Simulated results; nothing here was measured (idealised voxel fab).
Process module in this document: voxel self aligned vias
Cross-section cut: width 300 nm, square cells of 5 nm.
Each cross-section below is a grid of square cells, stated as bands in top-down order, with one or more rows of cells making up each band.
Basically the band line says how high the top is and how high the bottom is, in nm, and then what's in it from left to right, every material with its width in nm. Empty space shows up as "empty", and if a single material carries "full width" it runs the full band edge to edge.
Height datum 0, below which the as-received substrate wafer is one material. Lowest band open at the bottom, running downward: "0 and below".
You'd read "30 to 40" like this: the band's top row of cells is as wide as the first number, its bottom row is as wide as the second, and going down, every row changes width by the same amount as the row before did.
Basically "remained the same" means that step didn't change any cell in the cross-section.
Entry "Sealed cavities". Content: empty spaces with no open connection to the top, size 8 cells or greater. Each: width x height at distance. Distance: from left edge. Unit: nm.
Anything after a step's settings on that line? It's the simulator's own note about the step.
"overlay nm" on a masked step: distance the mask lay right of its planned place, negative for left.
Set out below are the planned steps of the process
step 1: op RECEIVE | material Si
step 2: op CONFORMAL_DEP | material SiO2 | thk nm 10
step 3: op CONFORMAL_DEP | material SiCN | thk nm 5
step 4: op DIRECTIONAL_DEP | material SiO2 | thk nm 20
step 5: op MASKED_ETCH | tone open | mask id LINES | width nm 30 | pitch nm 70 | etch materials SiO2 | depth nm 20 | overlay nm 0
step 6: op CONFORMAL_DEP | material TiN | thk nm 5
step 7: op FILL_DEP | material Ru | thk nm 10
step 8: op CMP | height nm 35
step 9: op SELECTIVE_ETCH | etch materials W Ru TiN | depth nm 5
step 10: op FILL_DEP | material SiN | thk nm 10
step 11: op CMP | height nm 35
step 12: op DIRECTIONAL_DEP | material SiO2 | thk nm 15
step 13: op MASKED_ETCH | tone open | mask id VIAS | width nm 50 | etch materials SiO2 | depth nm 15 | overlay nm 0
step 14: op MASKED_ETCH | tone open | mask id VIAS | width nm 50 | etch materials SiN | depth nm 5 | overlay nm 0
step 15: op CONFORMAL_DEP | material TiN | thk nm 5
step 16: op FILL_DEP | material W | thk nm 5
step 17: op CMP | height nm 50
step 18: op CONFORMAL_DEP | material SiCN | thk nm 5
As-received wafer cross-section (after step 1)
    0 and below | Si full width
    Sealed cavities: none
First wafer of two, sectioned at end of module; run went per plan
    55 down to 50 | SiCN full width
    50 down to 40 | 90 of SiO2, 5 of TiN, 40 of W, 5 of TiN, 160 of SiO2
    40 down to 35 | 90 of SiO2, 15 of TiN, 20 of W, 15 of TiN, 160 of SiO2
    35 down to 30 | 100 of SiO2, 30 of TiN, 40 of SiO2, 30 of SiN, 100 of SiO2
    30 down to 20 | 100 of SiO2, 5 of TiN, 20 of Ru, 5 of TiN, 40 of SiO2, 5 of TiN, 20 of Ru, 5 of TiN, 100 of SiO2
    20 down to 15 | 100 of SiO2, 30 of TiN, 40 of SiO2, 30 of TiN, 100 of SiO2
    15 down to 10 | SiCN full width
    10 down to 0 | SiO2 full width
    0 and below | Si full width
    Sealed cavities: none
Here is the second of the two wafers cut open at the end of the module - same start, same plan as the first one, but we made one mistake running it
    55 down to 50 | SiCN full width
    50 down to 40 | 90 of SiO2, 5 of TiN, 40 of W, 5 of TiN, 160 of SiO2
    40 down to 35 | 90 of SiO2, 25 of TiN, 20 of W, 5 of TiN, 160 of SiO2
    35 down to 30 | 110 of SiO2, 30 of TiN, 40 of SiO2, 30 of SiN, 90 of SiO2
    30 down to 20 | 110 of SiO2, 5 of TiN, 20 of Ru, 5 of TiN, 40 of SiO2, 5 of TiN, 20 of Ru, 5 of TiN, 90 of SiO2
    20 down to 15 | 110 of SiO2, 30 of TiN, 40 of SiO2, 30 of TiN, 90 of SiO2
    15 down to 10 | SiCN full width
    10 down to 0 | SiO2 full width
    0 and below | Si full width
    Sealed cavities: none
Where did the run depart from the plan? step 5 did not happen as planned, as run it was op MASKED_ETCH | tone open | mask id LINES | width nm 30 | pitch nm 70 | etch materials SiO2 | depth nm 20 | overlay nm 10
In the final comparison it is observed that the number of cells assigned to each material is identical for the two wafers, whereas their placement is not.
